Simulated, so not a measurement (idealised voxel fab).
process module | voxel transistor to metal
cross-section cut | 145 nm wide | cells 5 nm
A cross-section is a grid of square cells, given in bands from the top down. A band is one or more rows of cells.
Each band's line starts with the height of the band's top and of its bottom, in nm. Then come its materials from left to right, each with its width in nm. One material with "throughout" fills the band from edge to edge. "air" is empty space.
Height 0 is the level under which the wafer as received is all one material. The lowest band goes on downwards, as in "0 down".
A width such as "30 to 40" changes by the same amount from each row of cells to the next, from the band's top row to its bottom row.
"no change" after a step means that no cell of the cross-section changed.
closed voids: empty space of 8 cells or more with no open way to the top, each as width x height at its distance from the left edge, in nm
after a step's settings: what the simulator itself notes on the step
overlay nm, on a step with a mask: how far to the right of its planned place the mask lay; to the left if negative
plan
1 op RECEIVE | material Si
2 op CONFORMAL_DEP | material SiO2 | thk nm 5
3 op CONFORMAL_DEP | material SiN | thk nm 15
4 op MASKED_ETCH | tone cover | mask id ACTIVE | width nm 105 | etch materials SiN | depth nm 15 | overlay nm 0
5 op MASKED_ETCH | tone cover | mask id ACTIVE | width nm 105 | etch materials SiO2 | depth nm 5 | overlay nm 0
6 op MASKED_ETCH | tone cover | mask id ACTIVE | width nm 105 | etch materials Si | depth nm 30 | overlay nm 0
7 op FILL_DEP | material SiO2 | thk nm 15
8 op CMP | height nm 20
9 op SELECTIVE_ETCH | etch materials SiO2 | depth nm 10
10 op STRIP | etch materials SiN
11 op SELECTIVE_ETCH | etch materials SiO2 | depth nm 5
12 op OXIDIZE | depth nm 5
13 op DIRECTIONAL_DEP | material polySi | thk nm 20
14 op DIRECTIONAL_DEP | material SiCN | thk nm 10
15 op MASKED_ETCH | tone cover | mask id GATE | width nm 15 | etch materials SiCN | depth nm 20 | overlay nm 0
16 op MASKED_ETCH | tone cover | mask id GATE | width nm 15 | etch materials polySi | depth nm 30 | overlay nm 0
17 op CONFORMAL_DEP | material SiO2 | thk nm 5
18 op DIRECTIONAL_ETCH | etch materials SiO2 | depth nm 5
19 op CONFORMAL_DEP | material SiN | thk nm 5
20 op DIRECTIONAL_ETCH | etch materials SiN | depth nm 5
21 op DIRECTIONAL_ETCH | etch materials SiO2 | depth nm 5
22 op DIRECTIONAL_ETCH | etch materials Si | depth nm 10
23 op EPI | material SiGe | thk nm 15
24 op FILL_DEP | material SiO2 | thk nm 10
25 op CMP | height nm 30
26 op DIRECTIONAL_DEP | material SiO2 | thk nm 15
27 op MASKED_ETCH | tone open | mask id CONTACT | width nm 30 | pitch nm 55 | etch materials SiO2 | depth nm 35 | overlay nm 0
28 op CONFORMAL_DEP | material TiN | thk nm 5
29 op FILL_DEP | material W | thk nm 5
30 op CMP | height nm 45
31 op CONFORMAL_DEP | material SiN | thk nm 5
32 op DIRECTIONAL_DEP | material SiO2 | thk nm 20
33 op DIRECTIONAL_DEP | material aC | thk nm 10
34 op PATTERN | tone open | mask id METAL_1 | material resist | width nm 15 | pitch nm 70 | thk nm 30 | overlay nm 0
35 op DIRECTIONAL_ETCH | etch materials aC | depth nm 10
36 op STRIP | etch materials resist
37 op DIRECTIONAL_ETCH | etch materials SiO2 | depth nm 20
38 op DIRECTIONAL_ETCH | etch materials SiN | depth nm 5
39 op STRIP | etch materials aC
40 op CONFORMAL_DEP | material TiN | thk nm 5
41 op FILL_DEP | material W | thk nm 10
42 op CMP | height nm 70
43 op CONFORMAL_DEP | material SiCN | thk nm 5
44 op DIRECTIONAL_DEP | material lowk | thk nm 35
45 op MASKED_ETCH | tone open | mask id METAL_2 | width nm 15 | pitch nm 70 | etch materials lowk | depth nm 20 | overlay nm 0
46 op DIRECTIONAL_DEP | material aC | thk nm 15
47 op PATTERN | tone open | mask id METAL_2_HOLES | material resist | width nm 15 | pitch nm 70 | thk nm 30 | overlay nm 0
48 op DIRECTIONAL_ETCH | etch materials aC | depth nm 15
49 op STRIP | etch materials resist
50 op DIRECTIONAL_ETCH | etch materials lowk | depth nm 15
51 op DIRECTIONAL_ETCH | etch materials SiCN | depth nm 5
52 op STRIP | etch materials aC
53 op CONFORMAL_DEP | material TiN | thk nm 5
54 op FILL_DEP | material Ru | thk nm 10
55 op CMP | height nm 110
56 op CONFORMAL_DEP | material SiN | thk nm 5
first wafer, as planned
as received, after step 1
  0 down: Si throughout
  closed voids: none
after step 2
  5 to 0: SiO2 throughout
  below 0: unchanged
after step 3
  20 to 5: SiN throughout
  below 5: unchanged
after step 4
  20 to 5: air 20 | SiN 105 | air 20
  below 5: unchanged
after step 5
  20 to 5: air 20 | SiN 105 | air 20
  5 to 0: air 20 | SiO2 105 | air 20
  below 0: unchanged
after step 6
  20 to 5: air 20 | SiN 105 | air 20
  5 to 0: air 20 | SiO2 105 | air 20
  0 to -30: air 20 | Si 105 | air 20
  below -30: unchanged
after step 7
  35 to 20: SiO2 throughout
  20 to 5: SiO2 20 | SiN 105 | SiO2 20
  5 to 0: SiO2 throughout
  0 to -30: SiO2 20 | Si 105 | SiO2 20
  below -30: unchanged
after step 8
  20 to 5: SiO2 20 | SiN 105 | SiO2 20
  below 5: unchanged
after step 9
  20 to 10: air 20 | SiN 105 | air 20
  below 10: unchanged
after step 10
  10 to 5: SiO2 20 | air 105 | SiO2 20
  below 5: unchanged
after step 11
  5 to 0: SiO2 15 | air 115 | SiO2 15
  below 0: unchanged
after step 12
  5 to 0: SiO2 15 | air 115 | SiO2 15
  0 to -5: SiO2 throughout
  below -5: unchanged
after step 13
  25 to 20: polySi 15 | air 115 | polySi 15
  20 to 5: polySi throughout
  5 to 0: SiO2 15 | polySi 115 | SiO2 15
  below 0: unchanged
after step 14
  35 to 30: SiCN 15 | air 115 | SiCN 15
  30 to 25: SiCN throughout
  25 to 20: polySi 15 | SiCN 115 | polySi 15
  below 20: unchanged
after step 15
  30 to 25: air 65 | SiCN 15 | air 65
  25 to 20: polySi 15 | air 50 | SiCN 15 | air 50 | polySi 15
  below 20: unchanged
after step 16
  30 to 20: air 65 | SiCN 15 | air 65
  20 to 5: air 65 | polySi 15 | air 65
  5 to 0: SiO2 15 | air 50 | polySi 15 | air 50 | SiO2 15
  below 0: unchanged
after step 17
  35 to 30: air 60 | SiO2 25 | air 60
  30 to 20: air 60 | SiO2 5 | SiCN 15 | SiO2 5 | air 60
  20 to 10: air 60 | SiO2 5 | polySi 15 | SiO2 5 | air 60
  10 to 5: SiO2 20 | air 40 | SiO2 5 | polySi 15 | SiO2 5 | air 40 | SiO2 20
  5 to 0: SiO2 65 | polySi 15 | SiO2 65
  below 0: unchanged
after step 18
  30 to 20: air 60 | SiO2 5 | SiCN 15 | SiO2 5 | air 60
  20 to 5: air 60 | SiO2 5 | polySi 15 | SiO2 5 | air 60
  5 to 0: SiO2 20 | air 40 | SiO2 5 | polySi 15 | SiO2 5 | air 40 | SiO2 20
  below 0: unchanged
after step 19
  35 to 30: air 55 | SiN 35 | air 55
  30 to 20: air 55 | SiN 5 | SiO2 5 | SiCN 15 | SiO2 5 | SiN 5 | air 55
  20 to 10: air 55 | SiN 5 | SiO2 5 | polySi 15 | SiO2 5 | SiN 5 | air 55
  10 to 5: SiN 25 | air 30 | SiN 5 | SiO2 5 | polySi 15 | SiO2 5 | SiN 5 | air 30 | SiN 25
  5 to 0: SiO2 20 | SiN 40 | SiO2 5 | polySi 15 | SiO2 5 | SiN 40 | SiO2 20
  below 0: unchanged
after step 20
  30 to 20: air 55 | SiN 5 | SiO2 5 | SiCN 15 | SiO2 5 | SiN 5 | air 55
  20 to 5: air 55 | SiN 5 | SiO2 5 | polySi 15 | SiO2 5 | SiN 5 | air 55
  5 to 0: SiO2 20 | SiN 5 | air 30 | SiN 5 | SiO2 5 | polySi 15 | SiO2 5 | SiN 5 | air 30 | SiN 5 | SiO2 20
  below 0: unchanged
after step 21
  30 to 25: air 55 | SiN 5 | air 5 | SiCN 15 | air 5 | SiN 5 | air 55
  25 to 20: air 55 | SiN 5 | SiO2 5 | SiCN 15 | SiO2 5 | SiN 5 | air 55
  20 to 5: air 55 | SiN 5 | SiO2 5 | polySi 15 | SiO2 5 | SiN 5 | air 55
  5 to 0: air 20 | SiN 5 | air 30 | SiN 5 | SiO2 5 | polySi 15 | SiO2 5 | SiN 5 | air 30 | SiN 5 | air 20
  0 to -5: SiO2 25 | air 30 | SiO2 35 | air 30 | SiO2 25
  below -5: unchanged
after step 22
  30 to 25: air 55 | SiN 5 | air 5 | SiCN 15 | air 5 | SiN 5 | air 55
  25 to 20: air 55 | SiN 5 | SiO2 5 | SiCN 15 | SiO2 5 | SiN 5 | air 55
  20 to 5: air 55 | SiN 5 | SiO2 5 | polySi 15 | SiO2 5 | SiN 5 | air 55
  5 to 0: air 20 | SiN 5 | air 30 | SiN 5 | SiO2 5 | polySi 15 | SiO2 5 | SiN 5 | air 30 | SiN 5 | air 20
  0 to -5: SiO2 25 | air 30 | SiO2 35 | air 30 | SiO2 25
  -5 to -15: SiO2 20 | Si 5 | air 30 | Si 35 | air 30 | Si 5 | SiO2 20
  below -15: unchanged
after step 23
  30 to 25: air 55 | SiN 5 | air 5 | SiCN 15 | air 5 | SiN 5 | air 55
  25 to 20: air 55 | SiN 5 | SiO2 5 | SiCN 15 | SiO2 5 | SiN 5 | air 55
  20 to 10: air 55 | SiN 5 | SiO2 5 | polySi 15 | SiO2 5 | SiN 5 | air 55
  10 to 5: air 20 | SiGe 35 | SiN 5 | SiO2 5 | polySi 15 | SiO2 5 | SiN 5 | SiGe 35 | air 20
  5 to 0: air 20 | SiN 5 | SiGe 30 | SiN 5 | SiO2 5 | polySi 15 | SiO2 5 | SiN 5 | SiGe 30 | SiN 5 | air 20
  0 to -5: SiO2 25 | SiGe 30 | SiO2 35 | SiGe 30 | SiO2 25
  -5 to -15: SiO2 20 | Si 5 | SiGe 30 | Si 35 | SiGe 30 | Si 5 | SiO2 20
  below -15: unchanged
after step 24
  40 to 30: SiO2 throughout
  30 to 20: SiO2 55 | SiN 5 | SiO2 5 | SiCN 15 | SiO2 5 | SiN 5 | SiO2 55
  20 to 10: SiO2 55 | SiN 5 | SiO2 5 | polySi 15 | SiO2 5 | SiN 5 | SiO2 55
  10 to 5: SiO2 20 | SiGe 35 | SiN 5 | SiO2 5 | polySi 15 | SiO2 5 | SiN 5 | SiGe 35 | SiO2 20
  5 to 0: SiO2 20 | SiN 5 | SiGe 30 | SiN 5 | SiO2 5 | polySi 15 | SiO2 5 | SiN 5 | SiGe 30 | SiN 5 | SiO2 20
  below 0: unchanged
after step 25
  30 to 20: SiO2 55 | SiN 5 | SiO2 5 | SiCN 15 | SiO2 5 | SiN 5 | SiO2 55
  below 20: unchanged
after step 26
  45 to 30: SiO2 throughout
  below 30: unchanged
after step 27
  45 to 30: SiO2 30 | air 30 | SiO2 25 | air 30 | SiO2 30
  30 to 20: SiO2 30 | air 25 | SiN 5 | SiO2 5 | SiCN 15 | SiO2 5 | SiN 5 | air 25 | SiO2 30
  20 to 10: SiO2 30 | air 25 | SiN 5 | SiO2 5 | polySi 15 | SiO2 5 | SiN 5 | air 25 | SiO2 30
  below 10: unchanged
after step 28
  50 to 45: TiN 35 | air 20 | TiN 35 | air 20 | TiN 35
  45 to 35: SiO2 30 | TiN 5 | air 20 | TiN 5 | SiO2 25 | TiN 5 | air 20 | TiN 5 | SiO2 30
  35 to 30: SiO2 30 | TiN 5 | air 15 | TiN 10 | SiO2 25 | TiN 10 | air 15 | TiN 5 | SiO2 30
  30 to 20: SiO2 30 | TiN 5 | air 15 | TiN 5 | SiN 5 | SiO2 5 | SiCN 15 | SiO2 5 | SiN 5 | TiN 5 | air 15 | TiN 5 | SiO2 30
  20 to 15: SiO2 30 | TiN 5 | air 15 | TiN 5 | SiN 5 | SiO2 5 | polySi 15 | SiO2 5 | SiN 5 | TiN 5 | air 15 | TiN 5 | SiO2 30
  15 to 10: SiO2 30 | TiN 25 | SiN 5 | SiO2 5 | polySi 15 | SiO2 5 | SiN 5 | TiN 25 | SiO2 30
  below 10: unchanged
after step 29
  55 to 50: W throughout
  50 to 45: TiN 35 | W 20 | TiN 35 | W 20 | TiN 35
  45 to 35: SiO2 30 | TiN 5 | W 20 | TiN 5 | SiO2 25 | TiN 5 | W 20 | TiN 5 | SiO2 30
  35 to 30: SiO2 30 | TiN 5 | W 15 | TiN 10 | SiO2 25 | TiN 10 | W 15 | TiN 5 | SiO2 30
  30 to 20: SiO2 30 | TiN 5 | W 15 | TiN 5 | SiN 5 | SiO2 5 | SiCN 15 | SiO2 5 | SiN 5 | TiN 5 | W 15 | TiN 5 | SiO2 30
  20 to 15: SiO2 30 | TiN 5 | W 15 | TiN 5 | SiN 5 | SiO2 5 | polySi 15 | SiO2 5 | SiN 5 | TiN 5 | W 15 | TiN 5 | SiO2 30
  below 15: unchanged
after step 30
  45 to 35: SiO2 30 | TiN 5 | W 20 | TiN 5 | SiO2 25 | TiN 5 | W 20 | TiN 5 | SiO2 30
  below 35: unchanged
after step 31
  50 to 45: SiN throughout
  below 45: unchanged
after step 32
  70 to 50: SiO2 throughout
  below 50: unchanged
after step 33
  80 to 70: aC throughout
  below 70: unchanged
after step 34
  110 to 80: resist 30 | air 15 | resist 55 | air 15 | resist 30
  below 80: unchanged
after step 35
  100 to 80: resist 30 | air 15 | resist 55 | air 15 | resist 30
  80 to 70: aC 30 | air 15 | aC 55 | air 15 | aC 30
  below 70: unchanged
after step 36
  80 to 70: aC 30 | air 15 | aC 55 | air 15 | aC 30
  below 70: unchanged
after step 37
  80 to 70: aC 30 | air 15 | aC 55 | air 15 | aC 30
  70 to 50: SiO2 30 | air 15 | SiO2 55 | air 15 | SiO2 30
  below 50: unchanged
after step 38
  80 to 70: aC 30 | air 15 | aC 55 | air 15 | aC 30
  70 to 50: SiO2 30 | air 15 | SiO2 55 | air 15 | SiO2 30
  50 to 45: SiN 30 | air 15 | SiN 55 | air 15 | SiN 30
  below 45: unchanged
after step 39
  70 to 50: SiO2 30 | air 15 | SiO2 55 | air 15 | SiO2 30
  below 50: unchanged
after step 40
  75 to 70: TiN 35 | air 5 | TiN 65 | air 5 | TiN 35
  70 to 50: SiO2 30 | TiN 5 | air 5 | TiN 5 | SiO2 55 | TiN 5 | air 5 | TiN 5 | SiO2 30
  50 to 45: SiN 30 | TiN 15 | SiN 55 | TiN 15 | SiN 30
  below 45: unchanged
after step 41
  85 to 75: W throughout
  75 to 70: TiN 35 | W 5 | TiN 65 | W 5 | TiN 35
  70 to 50: SiO2 30 | TiN 5 | W 5 | TiN 5 | SiO2 55 | TiN 5 | W 5 | TiN 5 | SiO2 30
  below 50: unchanged
after step 42
  70 to 50: SiO2 30 | TiN 5 | W 5 | TiN 5 | SiO2 55 | TiN 5 | W 5 | TiN 5 | SiO2 30
  below 50: unchanged
after step 43
  75 to 70: SiCN throughout
  below 70: unchanged
after step 44
  110 to 75: lowk throughout
  below 75: unchanged
after step 45
  110 to 90: lowk 30 | air 15 | lowk 55 | air 15 | lowk 30
  below 90: unchanged
after step 46
  125 to 110: aC 30 | air 15 | aC 55 | air 15 | aC 30
  110 to 105: lowk 30 | air 15 | lowk 55 | air 15 | lowk 30
  105 to 90: lowk 30 | aC 15 | lowk 55 | aC 15 | lowk 30
  below 90: unchanged
after step 47
  155 to 125: resist 30 | air 15 | resist 55 | air 15 | resist 30
  below 125: unchanged
after step 48
  140 to 125: resist 30 | air 15 | resist 55 | air 15 | resist 30
  125 to 110: aC 30 | air 15 | aC 55 | air 15 | aC 30
  110 to 90: lowk 30 | air 15 | lowk 55 | air 15 | lowk 30
  below 90: unchanged
after step 49
  125 to 110: aC 30 | air 15 | aC 55 | air 15 | aC 30
  below 110: unchanged
after step 50
  125 to 110: aC 30 | air 15 | aC 55 | air 15 | aC 30
  110 to 75: lowk 30 | air 15 | lowk 55 | air 15 | lowk 30
  below 75: unchanged
after step 51
  125 to 110: aC 30 | air 15 | aC 55 | air 15 | aC 30
  110 to 75: lowk 30 | air 15 | lowk 55 | air 15 | lowk 30
  75 to 70: SiCN 30 | air 15 | SiCN 55 | air 15 | SiCN 30
  below 70: unchanged
after step 52
  110 to 75: lowk 30 | air 15 | lowk 55 | air 15 | lowk 30
  below 75: unchanged
after step 53
  115 to 110: TiN 35 | air 5 | TiN 65 | air 5 | TiN 35
  110 to 75: lowk 30 | TiN 5 | air 5 | TiN 5 | lowk 55 | TiN 5 | air 5 | TiN 5 | lowk 30
  75 to 70: SiCN 30 | TiN 15 | SiCN 55 | TiN 15 | SiCN 30
  below 70: unchanged
after step 54
  125 to 115: Ru throughout
  115 to 110: TiN 35 | Ru 5 | TiN 65 | Ru 5 | TiN 35
  110 to 75: lowk 30 | TiN 5 | Ru 5 | TiN 5 | lowk 55 | TiN 5 | Ru 5 | TiN 5 | lowk 30
  below 75: unchanged
after step 55
  110 to 75: lowk 30 | TiN 5 | Ru 5 | TiN 5 | lowk 55 | TiN 5 | Ru 5 | TiN 5 | lowk 30
  below 75: unchanged
after step 56
  115 to 110: SiN throughout
  below 110: unchanged
second wafer: like start, like plan, one mistake. Through step 3 it matches the first wafer
when step 4 should have ended
  20 to 5: SiN 20 | air 105 | SiN 20
  below 5: unchanged
when step 5 should have ended: no change
when step 6 should have ended: no change
when step 7 should have ended
  35 to 20: SiO2 throughout
  20 to 5: SiN 20 | SiO2 105 | SiN 20
  below 5: unchanged
when step 8 should have ended
  20 to 5: SiN 20 | SiO2 105 | SiN 20
  below 5: unchanged
when step 9 should have ended
  20 to 10: SiN 20 | air 105 | SiN 20
  below 10: unchanged
when step 10 should have ended
  10 to 5: air 20 | SiO2 105 | air 20
  below 5: unchanged
when step 11 should have ended
  5 to 0: air 25 | SiO2 95 | air 25
  below 0: unchanged
when step 12 should have ended
  5 to 0: air 25 | SiO2 95 | air 25
  0 to -5: SiO2 30 | Si 85 | SiO2 30
  below -5: unchanged
when step 13 should have ended
  25 to 20: air 25 | polySi 95 | air 25
  20 to 5: polySi throughout
  5 to 0: polySi 25 | SiO2 95 | polySi 25
  below 0: unchanged
when step 14 should have ended
  35 to 30: air 25 | SiCN 95 | air 25
  30 to 25: SiCN throughout
  25 to 20: SiCN 25 | polySi 95 | SiCN 25
  below 20: unchanged
when step 15 should have ended
  35 to 25: air 65 | SiCN 15 | air 65
  25 to 20: air 25 | polySi 95 | air 25
  below 20: unchanged
when step 16 should have ended
  35 to 25: air 65 | SiCN 15 | air 65
  25 to 5: air 65 | polySi 15 | air 65
  5 to 0: air 25 | SiO2 95 | air 25
  below 0: unchanged
when step 17 should have ended
  40 to 35: air 60 | SiO2 25 | air 60
  35 to 25: air 60 | SiO2 5 | SiCN 15 | SiO2 5 | air 60
  25 to 10: air 60 | SiO2 5 | polySi 15 | SiO2 5 | air 60
  10 to 5: air 20 | SiO2 45 | polySi 15 | SiO2 45 | air 20
  5 to 0: SiO2 throughout
  below 0: unchanged
when step 18 should have ended
  35 to 25: air 60 | SiO2 5 | SiCN 15 | SiO2 5 | air 60
  25 to 5: air 60 | SiO2 5 | polySi 15 | SiO2 5 | air 60
  5 to 0: air 20 | SiO2 105 | air 20
  below 0: unchanged
when step 19 should have ended
  40 to 35: air 55 | SiN 35 | air 55
  35 to 25: air 55 | SiN 5 | SiO2 5 | SiCN 15 | SiO2 5 | SiN 5 | air 55
  25 to 10: air 55 | SiN 5 | SiO2 5 | polySi 15 | SiO2 5 | SiN 5 | air 55
  10 to 5: air 15 | SiN 45 | SiO2 5 | polySi 15 | SiO2 5 | SiN 45 | air 15
  5 to 0: SiN 20 | SiO2 105 | SiN 20
  below 0: unchanged
when step 20 should have ended
  35 to 25: air 55 | SiN 5 | SiO2 5 | SiCN 15 | SiO2 5 | SiN 5 | air 55
  25 to 5: air 55 | SiN 5 | SiO2 5 | polySi 15 | SiO2 5 | SiN 5 | air 55
  5 to 0: air 15 | SiN 5 | SiO2 105 | SiN 5 | air 15
  below 0: unchanged
when step 21 should have ended
  35 to 30: air 55 | SiN 5 | air 5 | SiCN 15 | air 5 | SiN 5 | air 55
  30 to 25: air 55 | SiN 5 | SiO2 5 | SiCN 15 | SiO2 5 | SiN 5 | air 55
  25 to 5: air 55 | SiN 5 | SiO2 5 | polySi 15 | SiO2 5 | SiN 5 | air 55
  5 to 0: air 15 | SiN 5 | air 35 | SiO2 35 | air 35 | SiN 5 | air 15
  0 to -5: air 15 | SiO2 15 | Si 85 | SiO2 15 | air 15
  below -5: unchanged
when step 22 should have ended
  35 to 30: air 55 | SiN 5 | air 5 | SiCN 15 | air 5 | SiN 5 | air 55
  30 to 25: air 55 | SiN 5 | SiO2 5 | SiCN 15 | SiO2 5 | SiN 5 | air 55
  25 to 5: air 55 | SiN 5 | SiO2 5 | polySi 15 | SiO2 5 | SiN 5 | air 55
  5 to 0: air 15 | SiN 5 | air 35 | SiO2 35 | air 35 | SiN 5 | air 15
  0 to -5: air 15 | SiO2 15 | air 25 | Si 35 | air 25 | SiO2 15 | air 15
  -5 to -10: air 15 | Si 15 | air 25 | Si 35 | air 25 | Si 15 | air 15
  -10 to -15: air 15 | Si 115 | air 15
  below -15: unchanged
when step 23 should have ended
  35 to 30: air 55 | SiN 5 | air 5 | SiCN 15 | air 5 | SiN 5 | air 55
  30 to 25: air 55 | SiN 5 | SiO2 5 | SiCN 15 | SiO2 5 | SiN 5 | air 55
  25 to 15: air 55 | SiN 5 | SiO2 5 | polySi 15 | SiO2 5 | SiN 5 | air 55
  15 to 10: air 40 | SiGe 15 | SiN 5 | SiO2 5 | polySi 15 | SiO2 5 | SiN 5 | SiGe 15 | air 40
  10 to 5: SiGe 55 | SiN 5 | SiO2 5 | polySi 15 | SiO2 5 | SiN 5 | SiGe 55
  5 to 0: SiGe 15 | SiN 5 | SiGe 35 | SiO2 35 | SiGe 35 | SiN 5 | SiGe 15
  0 to -5: SiGe 15 | SiO2 15 | SiGe 25 | Si 35 | SiGe 25 | SiO2 15 | SiGe 15
  -5 to -10: SiGe 15 | Si 15 | SiGe 25 | Si 35 | SiGe 25 | Si 15 | SiGe 15
  -10 to -15: SiGe 15 | Si 115 | SiGe 15
  below -15: unchanged
when step 24 should have ended
  45 to 35: SiO2 throughout
  35 to 25: SiO2 55 | SiN 5 | SiO2 5 | SiCN 15 | SiO2 5 | SiN 5 | SiO2 55
  25 to 15: SiO2 55 | SiN 5 | SiO2 5 | polySi 15 | SiO2 5 | SiN 5 | SiO2 55
  15 to 10: SiO2 40 | SiGe 15 | SiN 5 | SiO2 5 | polySi 15 | SiO2 5 | SiN 5 | SiGe 15 | SiO2 40
  below 10: unchanged
when step 25 should have ended
  30 to 25: SiO2 55 | SiN 5 | SiO2 5 | SiCN 15 | SiO2 5 | SiN 5 | SiO2 55
  below 25: unchanged
when step 26 should have ended
  45 to 30: SiO2 throughout
  below 30: unchanged
when step 27 should have ended
  45 to 30: SiO2 30 | air 30 | SiO2 25 | air 30 | SiO2 30
  30 to 25: SiO2 30 | air 25 | SiN 5 | SiO2 5 | SiCN 15 | SiO2 5 | SiN 5 | air 25 | SiO2 30
  25 to 15: SiO2 30 | air 25 | SiN 5 | SiO2 5 | polySi 15 | SiO2 5 | SiN 5 | air 25 | SiO2 30
  15 to 10: SiO2 30 | air 10 | SiGe 15 | SiN 5 | SiO2 5 | polySi 15 | SiO2 5 | SiN 5 | SiGe 15 | air 10 | SiO2 30
  below 10: unchanged
when step 28 should have ended
  50 to 45: TiN 35 | air 20 | TiN 35 | air 20 | TiN 35
  45 to 35: SiO2 30 | TiN 5 | air 20 | TiN 5 | SiO2 25 | TiN 5 | air 20 | TiN 5 | SiO2 30
  35 to 30: SiO2 30 | TiN 5 | air 15 | TiN 10 | SiO2 25 | TiN 10 | air 15 | TiN 5 | SiO2 30
  30 to 25: SiO2 30 | TiN 5 | air 15 | TiN 5 | SiN 5 | SiO2 5 | SiCN 15 | SiO2 5 | SiN 5 | TiN 5 | air 15 | TiN 5 | SiO2 30
  25 to 20: SiO2 30 | TiN 5 | air 15 | TiN 5 | SiN 5 | SiO2 5 | polySi 15 | SiO2 5 | SiN 5 | TiN 5 | air 15 | TiN 5 | SiO2 30
  20 to 15: SiO2 30 | TiN 25 | SiN 5 | SiO2 5 | polySi 15 | SiO2 5 | SiN 5 | TiN 25 | SiO2 30
  15 to 10: SiO2 30 | TiN 10 | SiGe 15 | SiN 5 | SiO2 5 | polySi 15 | SiO2 5 | SiN 5 | SiGe 15 | TiN 10 | SiO2 30
  below 10: unchanged
when step 29 should have ended
  55 to 50: W throughout
  50 to 45: TiN 35 | W 20 | TiN 35 | W 20 | TiN 35
  45 to 35: SiO2 30 | TiN 5 | W 20 | TiN 5 | SiO2 25 | TiN 5 | W 20 | TiN 5 | SiO2 30
  35 to 30: SiO2 30 | TiN 5 | W 15 | TiN 10 | SiO2 25 | TiN 10 | W 15 | TiN 5 | SiO2 30
  30 to 25: SiO2 30 | TiN 5 | W 15 | TiN 5 | SiN 5 | SiO2 5 | SiCN 15 | SiO2 5 | SiN 5 | TiN 5 | W 15 | TiN 5 | SiO2 30
  25 to 20: SiO2 30 | TiN 5 | W 15 | TiN 5 | SiN 5 | SiO2 5 | polySi 15 | SiO2 5 | SiN 5 | TiN 5 | W 15 | TiN 5 | SiO2 30
  below 20: unchanged
when step 30 should have ended
  45 to 35: SiO2 30 | TiN 5 | W 20 | TiN 5 | SiO2 25 | TiN 5 | W 20 | TiN 5 | SiO2 30
  below 35: unchanged
when step 31 should have ended
  50 to 45: SiN throughout
  below 45: unchanged
when step 32 should have ended
  70 to 50: SiO2 throughout
  below 50: unchanged
when step 33 should have ended
  80 to 70: aC throughout
  below 70: unchanged
when step 34 should have ended
  110 to 80: resist 30 | air 15 | resist 55 | air 15 | resist 30
  below 80: unchanged
when step 35 should have ended
  100 to 80: resist 30 | air 15 | resist 55 | air 15 | resist 30
  80 to 70: aC 30 | air 15 | aC 55 | air 15 | aC 30
  below 70: unchanged
when step 36 should have ended
  80 to 70: aC 30 | air 15 | aC 55 | air 15 | aC 30
  below 70: unchanged
when step 37 should have ended
  80 to 70: aC 30 | air 15 | aC 55 | air 15 | aC 30
  70 to 50: SiO2 30 | air 15 | SiO2 55 | air 15 | SiO2 30
  below 50: unchanged
when step 38 should have ended
  80 to 70: aC 30 | air 15 | aC 55 | air 15 | aC 30
  70 to 50: SiO2 30 | air 15 | SiO2 55 | air 15 | SiO2 30
  50 to 45: SiN 30 | air 15 | SiN 55 | air 15 | SiN 30
  below 45: unchanged
when step 39 should have ended
  70 to 50: SiO2 30 | air 15 | SiO2 55 | air 15 | SiO2 30
  below 50: unchanged
when step 40 should have ended
  75 to 70: TiN 35 | air 5 | TiN 65 | air 5 | TiN 35
  70 to 50: SiO2 30 | TiN 5 | air 5 | TiN 5 | SiO2 55 | TiN 5 | air 5 | TiN 5 | SiO2 30
  50 to 45: SiN 30 | TiN 15 | SiN 55 | TiN 15 | SiN 30
  below 45: unchanged
when step 41 should have ended
  85 to 75: W throughout
  75 to 70: TiN 35 | W 5 | TiN 65 | W 5 | TiN 35
  70 to 50: SiO2 30 | TiN 5 | W 5 | TiN 5 | SiO2 55 | TiN 5 | W 5 | TiN 5 | SiO2 30
  below 50: unchanged
when step 42 should have ended
  70 to 50: SiO2 30 | TiN 5 | W 5 | TiN 5 | SiO2 55 | TiN 5 | W 5 | TiN 5 | SiO2 30
  below 50: unchanged
when step 43 should have ended
  75 to 70: SiCN throughout
  below 70: unchanged
when step 44 should have ended
  110 to 75: lowk throughout
  below 75: unchanged
when step 45 should have ended
  110 to 90: lowk 30 | air 15 | lowk 55 | air 15 | lowk 30
  below 90: unchanged
when step 46 should have ended
  125 to 110: aC 30 | air 15 | aC 55 | air 15 | aC 30
  110 to 105: lowk 30 | air 15 | lowk 55 | air 15 | lowk 30
  105 to 90: lowk 30 | aC 15 | lowk 55 | aC 15 | lowk 30
  below 90: unchanged
when step 47 should have ended
  155 to 125: resist 30 | air 15 | resist 55 | air 15 | resist 30
  below 125: unchanged
when step 48 should have ended
  140 to 125: resist 30 | air 15 | resist 55 | air 15 | resist 30
  125 to 110: aC 30 | air 15 | aC 55 | air 15 | aC 30
  110 to 90: lowk 30 | air 15 | lowk 55 | air 15 | lowk 30
  below 90: unchanged
when step 49 should have ended
  125 to 110: aC 30 | air 15 | aC 55 | air 15 | aC 30
  below 110: unchanged
when step 50 should have ended
  125 to 110: aC 30 | air 15 | aC 55 | air 15 | aC 30
  110 to 75: lowk 30 | air 15 | lowk 55 | air 15 | lowk 30
  below 75: unchanged
when step 51 should have ended
  125 to 110: aC 30 | air 15 | aC 55 | air 15 | aC 30
  110 to 75: lowk 30 | air 15 | lowk 55 | air 15 | lowk 30
  75 to 70: SiCN 30 | air 15 | SiCN 55 | air 15 | SiCN 30
  below 70: unchanged
when step 52 should have ended
  110 to 75: lowk 30 | air 15 | lowk 55 | air 15 | lowk 30
  below 75: unchanged
when step 53 should have ended
  115 to 110: TiN 35 | air 5 | TiN 65 | air 5 | TiN 35
  110 to 75: lowk 30 | TiN 5 | air 5 | TiN 5 | lowk 55 | TiN 5 | air 5 | TiN 5 | lowk 30
  75 to 70: SiCN 30 | TiN 15 | SiCN 55 | TiN 15 | SiCN 30
  below 70: unchanged
when step 54 should have ended
  125 to 115: Ru throughout
  115 to 110: TiN 35 | Ru 5 | TiN 65 | Ru 5 | TiN 35
  110 to 75: lowk 30 | TiN 5 | Ru 5 | TiN 5 | lowk 55 | TiN 5 | Ru 5 | TiN 5 | lowk 30
  below 75: unchanged
when step 55 should have ended
  110 to 75: lowk 30 | TiN 5 | Ru 5 | TiN 5 | lowk 55 | TiN 5 | Ru 5 | TiN 5 | lowk 30
  below 75: unchanged
when step 56 should have ended
  115 to 110: SiN throughout
  below 110: unchanged
what went wrong: step 4 ran as: op MASKED_ETCH | tone open | mask id ACTIVE | width nm 105 | etch materials SiN | depth nm 15 | overlay nm 0
at the end the second wafer has, in cells: 49 more of Si | 3 fewer of SiCN | 24 more of SiGe | 2 fewer of SiN | 62 fewer of SiO2 | 6 fewer of W
